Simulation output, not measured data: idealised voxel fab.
Name of the process module below: voxel released beams
145 nm wide, 5 nm square cells: that's cross-section cut.
We lay out every cross-section as a grid of square cells and spell it out in bands from the top down, where one band means one or more rows of cells. It is stipulated that each band's entry specify, in nanometres, the height of the top of the band and then that of its bottom, followed by the materials of the band in left-to-right sequence, each together with its width in nanometres. A single material marked by the word "edge to edge" is understood to fill the band from edge to edge; the word "blank" is understood to denote empty space. Ref level 0: as-received wafer is one material below here. Bottom band extends down with no lower bound ("0..down"). Think of "30..40" as a width that walks from the first number to the second as you go down the band, top row to bottom row, taking equal-sized steps from row to row. For the purposes of this document, the phrase "no modifications" attached to a step denotes that no cell within the cross-section was modified by that step. Each empty space that has no open way to the top and spans at least 8 cells appears under "Closed internal cavities" as width x height at distance, the distance counted from the left edge, all in nm. Past the settings on a step's line: simulator remark, on that step. The line of a step may include "overlay nm". On a step with a mask, this value is how far to the right of its planned place the mask lay. A negative value means the mask lay to the left. Read the rest as pairs. Take the cross-section before one process step, then the cross-section after it, which shows only down to the lowest band that changed. Under the pair, find the step between them and its settings. Bear in mind that pairs may come from different runs of this module on the same starting wafer: link a pair to the pair above it only where its entry headed "Prior to step" says to.
# Prior to step
	0..down  Si edge to edge
	Closed internal cavities: none
# after
	5..0  Al2O3 edge to edge
	below 0: unchanged
	Closed internal cavities: none
So what happened between those two cross-sections up there? CONFORMAL_DEP,material Al2O3,thk nm 5
Prior to step: unchanged from the after cross-section in the pair immediately above; refer to that figure.
# after
	20..5  SiO2 edge to edge
	below 5: unchanged
	Closed internal cavities: none
So what happened between those two cross-sections up there? DIRECTIONAL_DEP,material SiO2,thk nm 15
Prior to step: unchanged from the after cross-section in the pair immediately above; refer to that figure.
# after
	35..20  resist 25 nm, blank 45 nm, resist 75 nm
	below 20: unchanged
	Closed internal cavities: none
So what happened between those two cross-sections up there? PATTERN,tone open,mask id ANCHOR,material resist,width nm 45,thk nm 15,overlay nm 0
Prior to step: unchanged from the after cross-section in the pair immediately above; refer to that figure.
# after
	35..20  resist 25 nm, blank 45 nm, resist 75 nm
	20..5  SiO2 25 nm, blank 45 nm, SiO2 75 nm
	below 5: unchanged
	Closed internal cavities: none
So what happened between those two cross-sections up there? DIRECTIONAL_ETCH,etch materials SiO2,depth nm 15
Prior to step: unchanged from the after cross-section in the pair immediately above; refer to that figure.
# after
	20..5  SiO2 25 nm, blank 45 nm, SiO2 75 nm
	below 5: unchanged
	Closed internal cavities: none
So what happened between those two cross-sections up there? STRIP,etch materials resist
Prior to step: unchanged from the after cross-section in the pair immediately above; refer to that figure.
# after
	35..20  W 40 nm, blank 15 nm, W 90 nm
	20..5  SiO2 25 nm, W 45 nm, SiO2 75 nm
	below 5: unchanged
	Closed internal cavities: none
So what happened between those two cross-sections up there? CONFORMAL_DEP,material W,thk nm 15
Prior to step: unchanged from the after cross-section in the pair immediately above; refer to that figure.
# after
	35..20  blank 20 nm, W 20 nm, blank 15 nm, W 60 nm, blank 30 nm
	below 20: unchanged
	Closed internal cavities: none
So what happened between those two cross-sections up there? MASKED_ETCH,tone cover,mask id BEAM,width nm 95,etch materials W,depth nm 15,overlay nm 0
Prior to step: unchanged from the after cross-section in the pair immediately above; refer to that figure.
# after
	35..20  blank 20 nm, W 20 nm, blank 15 nm, W 60 nm, blank 30 nm
	20..5  blank 25 nm, W 45 nm, blank 75 nm
	below 5: unchanged
	Closed internal cavities: none
So what happened between those two cross-sections up there? STRIP,etch materials SiO2
# Prior to step
	0..down  Si edge to edge
	Closed internal cavities: none
# after
	15..0  SiO2 edge to edge
	below 0: unchanged
	Closed internal cavities: none
So what happened between those two cross-sections up there? DIRECTIONAL_DEP,material SiO2,thk nm 15
Prior to step: unchanged from the after cross-section in the pair immediately above; refer to that figure.
# after
	30..15  resist 25 nm, blank 45 nm, resist 75 nm
	below 15: unchanged
	Closed internal cavities: none
So what happened between those two cross-sections up there? PATTERN,tone open,mask id ANCHOR,material resist,width nm 45,thk nm 15,overlay nm 0
Prior to step: unchanged from the after cross-section in the pair immediately above; refer to that figure.
# after
	30..15  resist 25 nm, blank 45 nm, resist 75 nm
	15..0  SiO2 25 nm, blank 45 nm, SiO2 75 nm
	below 0: unchanged
	Closed internal cavities: none
So what happened between those two cross-sections up there? DIRECTIONAL_ETCH,etch materials SiO2,depth nm 15
Prior to step: unchanged from the after cross-section in the pair immediately above; refer to that figure.
# after
	15..0  SiO2 25 nm, blank 45 nm, SiO2 75 nm
	below 0: unchanged
	Closed internal cavities: none
So what happened between those two cross-sections up there? STRIP,etch materials resist
Prior to step: unchanged from the after cross-section in the pair immediately above; refer to that figure.
# after
	30..15  W 40 nm, blank 15 nm, W 90 nm
	15..0  SiO2 25 nm, W 45 nm, SiO2 75 nm
	below 0: unchanged
	Closed internal cavities: none
So what happened between those two cross-sections up there? CONFORMAL_DEP,material W,thk nm 15
Prior to step: unchanged from the after cross-section in the pair immediately above; refer to that figure.
# after
	30..15  blank 20 nm, W 20 nm, blank 15 nm, W 60 nm, blank 30 nm
	below 15: unchanged
	Closed internal cavities: none
So what happened between those two cross-sections up there? MASKED_ETCH,tone cover,mask id BEAM,width nm 95,etch materials W,depth nm 15,overlay nm 0
Prior to step: unchanged from the after cross-section in the pair immediately above; refer to that figure.
# after
	30..15  blank 20 nm, W 20 nm, blank 15 nm, W 60 nm, blank 30 nm
	15..0  blank 25 nm, W 45 nm, blank 75 nm
	below 0: unchanged
	Closed internal cavities: none
So what happened between those two cross-sections up there? STRIP,etch materials SiO2
# Prior to step
	35..20  W 40 nm, blank 15 nm, W 90 nm
	20..5  SiO2 25 nm, W 45 nm, SiO2 75 nm
	5..0  Al2O3 edge to edge
	0..down  Si edge to edge
	Closed internal cavities: none
# after
	50..20  W edge to edge
	below 20: unchanged
	Closed internal cavities: none
So what happened between those two cross-sections up there? CONFORMAL_DEP,material W,thk nm 15
Prior to step: unchanged from the after cross-section in the pair immediately above; refer to that figure.
# after
	50..35  blank 20 nm, W 95 nm, blank 30 nm
	below 35: unchanged
	Closed internal cavities: none
So what happened between those two cross-sections up there? MASKED_ETCH,tone cover,mask id BEAM,width nm 95,etch materials W,depth nm 15,overlay nm 0
# Prior to step
	15..0  SiO2 edge to edge
	0..down  Si edge to edge
	Closed internal cavities: none
# after
	20..15  Al2O3 edge to edge
	below 15: unchanged
	Closed internal cavities: none
So what happened between those two cross-sections up there? CONFORMAL_DEP,material Al2O3,thk nm 5
Prior to step: unchanged from the after cross-section in the pair immediately above; refer to that figure.
# after
	35..20  resist 25 nm, blank 45 nm, resist 75 nm
	below 20: unchanged
	Closed internal cavities: none
So what happened between those two cross-sections up there? PATTERN,tone open,mask id ANCHOR,material resist,width nm 45,thk nm 15,overlay nm 0
Prior to step: unchanged from the after cross-section in the pair immediately above; refer to that figure.
# after
	20..15  Al2O3 edge to edge
	below 15: unchanged
	Closed internal cavities: none
So what happened between those two cross-sections up there? STRIP,etch materials resist
Prior to step: unchanged from the after cross-section in the pair immediately above; refer to that figure.
# after
	35..20  W edge to edge
	below 20: unchanged
	Closed internal cavities: none
So what happened between those two cross-sections up there? CONFORMAL_DEP,material W,thk nm 15
Prior to step: unchanged from the after cross-section in the pair immediately above; refer to that figure.
# after
	35..20  blank 20 nm, W 95 nm, blank 30 nm
	below 20: unchanged
	Closed internal cavities: none
So what happened between those two cross-sections up there? MASKED_ETCH,tone cover,mask id BEAM,width nm 95,etch materials W,depth nm 15,overlay nm 0
# Prior to step
	20..5  SiO2 25 nm, blank 45 nm, SiO2 75 nm
	5..0  Al2O3 edge to edge
	0..down  Si edge to edge
	Closed internal cavities: none
# after
	25..20  W 30 nm, blank 35 nm, W 80 nm
	20..10  SiO2 25 nm, W 5 nm, blank 35 nm, W 5 nm, SiO2 75 nm
	10..5  SiO2 25 nm, W 45 nm, SiO2 75 nm
	below 5: unchanged
	Closed internal cavities: none
So what happened between those two cross-sections up there? CONFORMAL_DEP,material W,thk nm 5
Prior to step: unchanged from the after cross-section in the pair immediately above; refer to that figure.
# after
	25..20  blank 20 nm, W 10 nm, blank 35 nm, W 50 nm, blank 30 nm
	below 20: unchanged
	Closed internal cavities: none
So what happened between those two cross-sections up there? MASKED_ETCH,tone cover,mask id BEAM,width nm 95,etch materials W,depth nm 15,overlay nm 0
Prior to step: unchanged from the after cross-section in the pair immediately above; refer to that figure.
# after
	25..20  blank 20 nm, W 10 nm, blank 35 nm, W 50 nm, blank 30 nm
	20..10  blank 25 nm, W 5 nm, blank 35 nm, W 5 nm, blank 75 nm
	10..5  blank 25 nm, W 45 nm, blank 75 nm
	below 5: unchanged
	Closed internal cavities: none
So what happened between those two cross-sections up there? STRIP,etch materials SiO2
# Prior to step
	20..5  SiO2 edge to edge
	5..0  Al2O3 edge to edge
	0..down  Si edge to edge
	Closed internal cavities: none
# after
	35..20  resist 30 nm, blank 35 nm, resist 80 nm
	below 20: unchanged
	Closed internal cavities: none
So what happened between those two cross-sections up there? PATTERN,tone open,mask id ANCHOR,material resist,width nm 35,thk nm 15,overlay nm 0
Prior to step: unchanged from the after cross-section in the pair immediately above; refer to that figure.
# after
	35..20  resist 30 nm, blank 35 nm, resist 80 nm
	20..5  SiO2 30 nm, blank 35 nm, SiO2 80 nm
	below 5: unchanged
	Closed internal cavities: none
So what happened between those two cross-sections up there? DIRECTIONAL_ETCH,etch materials SiO2,depth nm 15
Prior to step: unchanged from the after cross-section in the pair immediately above; refer to that figure.
# after
	20..5  SiO2 30 nm, blank 35 nm, SiO2 80 nm
	below 5: unchanged
	Closed internal cavities: none
So what happened between those two cross-sections up there? STRIP,etch materials resist
Prior to step: unchanged from the after cross-section in the pair immediately above; refer to that figure.
# after
	35..20  W 45 nm, blank 5 nm, W 95 nm
	20..5  SiO2 30 nm, W 35 nm, SiO2 80 nm
	below 5: unchanged
	Closed internal cavities: none
So what happened between those two cross-sections up there? CONFORMAL_DEP,material W,thk nm 15
Prior to step: unchanged from the after cross-section in the pair immediately above; refer to that figure.
# after
	35..20  blank 20 nm, W 25 nm, blank 5 nm, W 65 nm, blank 30 nm
	below 20: unchanged
	Closed internal cavities: none
So what happened between those two cross-sections up there? MASKED_ETCH,tone cover,mask id BEAM,width nm 95,etch materials W,depth nm 15,overlay nm 0
Prior to step: unchanged from the after cross-section in the pair immediately above; refer to that figure.
# after
	35..20  blank 20 nm, W 25 nm, blank 5 nm, W 65 nm, blank 30 nm
	20..5  blank 30 nm, W 35 nm, blank 80 nm
	below 5: unchanged
	Closed internal cavities: none
So what happened between those two cross-sections up there? STRIP,etch materials SiO2
# Prior to step
	35..20  W 40 nm, blank 15 nm, W 90 nm
	20..5  SiO2 25 nm, W 45 nm, SiO2 75 nm
	5..0  Al2O3 edge to edge
	0..down  Si edge to edge
	Closed internal cavities: none
# after
	35..20  blank 25 nm, W 15 nm, blank 15 nm, W 65 nm, blank 25 nm
	below 20: unchanged
	Closed internal cavities: none
So what happened between those two cross-sections up there? MASKED_ETCH,tone cover,mask id BEAM,width nm 95,etch materials W,depth nm 15,overlay nm 5
Prior to step: unchanged from the after cross-section in the pair immediately above; refer to that figure.
# after
	35..20  blank 25 nm, W 15 nm, blank 15 nm, W 65 nm, blank 25 nm
	20..5  blank 25 nm, W 45 nm, blank 75 nm
	below 5: unchanged
	Closed internal cavities: none
So what happened between those two cross-sections up there? STRIP,etch materials SiO2
# Prior to step
	5..0  Al2O3 edge to edge
	0..down  Si edge to edge
	Closed internal cavities: none
# after
	20..5  W edge to edge
	below 5: unchanged
	Closed internal cavities: none
So what happened between those two cross-sections up there? DIRECTIONAL_DEP,material W,thk nm 15
Prior to step: unchanged from the after cross-section in the pair immediately above; refer to that figure.
# after
	35..20  resist 25 nm, blank 45 nm, resist 75 nm
	below 20: unchanged
	Closed internal cavities: none
So what happened between those two cross-sections up there? PATTERN,tone open,mask id ANCHOR,material resist,width nm 45,thk nm 15,overlay nm 0
Prior to step: unchanged from the after cross-section in the pair immediately above; refer to that figure.
# after
	20..5  W edge to edge
	below 5: unchanged
	Closed internal cavities: none
So what happened between those two cross-sections up there? STRIP,etch materials resist
Prior to step: unchanged from the after cross-section in the pair immediately above; refer to that figure.
# after
	35..5  W edge to edge
	below 5: unchanged
	Closed internal cavities: none
So what happened between those two cross-sections up there? CONFORMAL_DEP,material W,thk nm 15
Prior to step: unchanged from the after cross-section in the pair immediately above; refer to that figure.
# after
	35..20  blank 20 nm, W 95 nm, blank 30 nm
	below 20: unchanged
	Closed internal cavities: none
So what happened between those two cross-sections up there? MASKED_ETCH,tone cover,mask id BEAM,width nm 95,etch materials W,depth nm 15,overlay nm 0
# Prior to step
	35..20  W 40 nm, blank 15 nm, W 90 nm
	20..5  SiO2 25 nm, W 45 nm, SiO2 75 nm
	5..0  Al2O3 edge to edge
	0..down  Si edge to edge
	Closed internal cavities: none
# after
	35..20  W 20 nm, blank 95 nm, W 30 nm
	20..5  SiO2 25 nm, W 15 nm, blank 15 nm, W 15 nm, SiO2 75 nm
	below 5: unchanged
	Closed internal cavities: none
So what happened between those two cross-sections up there? MASKED_ETCH,tone open,mask id BEAM,width nm 95,etch materials W,depth nm 15,overlay nm 0
Prior to step: unchanged from the after cross-section in the pair immediately above; refer to that figure.
# after
	20..5  blank 25 nm, W 15 nm, blank 15 nm, W 15 nm, blank 75 nm
	below 5: unchanged
	Closed internal cavities: none
So what happened between those two cross-sections up there? STRIP,etch materials SiO2
